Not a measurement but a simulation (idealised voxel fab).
The document below concerns the process module designated voxel ribs on slabs.
In the cross-section labelled cut, the width is 245 nm and each square cell is 5 nm.
We lay out every cross-section as a grid of square cells and spell it out in bands from the top down, where one band means one or more rows of cells.
Per band: top height and bottom height in nm, followed by the left-to-right materials and their widths in nm; "full width" marks a single material spanning edge to edge, "air" marks empty space.
Basically, 0 is our baseline, since under it the wafer straight out of the box is all one material. The bottom band has no lower end and keeps on going down, so it looks like "0 nm and below".
Read "30->40" as a graded width: first number on top, second number at the bottom, same change between each pair of neighbouring rows.
Take "nothing got changed" at face value: in the step it is given for, the cross-section changed in none of its cells.
Basically, "Trapped cavities" tells you about the enclosed voids: empty spaces with no open way to the top, 8 cells or bigger, each written width x height at distance, where distance is from the left edge, all in nm.
Read whatever lies past the settings on a step's line as the simulator's own remark about the step.
Among the settings permitted on a step's line is "overlay nm"; applied to a step with a mask, it specifies the extent to which the mask lay to the right of its planned position, whereas a negative figure signifies a position to the left.
## This section lists the process steps that were planned
1,RECEIVE,material Si
2,DIRECTIONAL_DEP,material SiO2,thk nm 30
3,DIRECTIONAL_DEP,material polySi,thk nm 25
4,MASKED_ETCH,tone cover,mask id RIB,width nm 30,etch materials polySi,depth nm 10,overlay nm 0
5,MASKED_ETCH,tone cover,mask id SLAB,width nm 70,etch materials polySi,depth nm 15,overlay nm 0
6,FILL_DEP,material SiO2,thk nm 20
7,CMP,height nm 70
8,DIRECTIONAL_DEP,material TiN,thk nm 5
9,DIRECTIONAL_DEP,material aC,thk nm 15
10,PATTERN,tone cover,mask id HEATER,material resist,width nm 40,thk nm 30,overlay nm 0
11,DIRECTIONAL_ETCH,etch materials aC,depth nm 15
12,STRIP,etch materials resist
13,DIRECTIONAL_ETCH,etch materials TiN,depth nm 5
14,STRIP,etch materials aC
15,CONFORMAL_DEP,material SiO2,thk nm 10
## as received, after step 1
  0 nm and below | Si full width
  Trapped cavities: none
## The cross-section shown corresponds to the wafer at the conclusion of the module. The initial structure and the process plan are those presented above; however, one mistake occurred in executing the plan
  85 nm to 80 nm | 100 nm air / 60 nm SiO2 / 85 nm air
  80 nm to 75 nm | SiO2 full width
  75 nm to 70 nm | 110 nm SiO2 / 40 nm TiN / 95 nm SiO2
  70 nm to 55 nm | SiO2 full width
  55 nm to 45 nm | 105 nm SiO2 / 30 nm polySi / 110 nm SiO2
  45 nm to 30 nm | 85 nm SiO2 / 70 nm polySi / 90 nm SiO2
  30 nm to 0 nm | SiO2 full width
  0 nm and below | Si full width
  Trapped cavities: none
Nonconformance to the process plan: so step 10 ended up running with a different setting than we planned, it ran as PATTERN,tone cover,mask id HEATER,material resist,width nm 40,thk nm 30,overlay nm 10
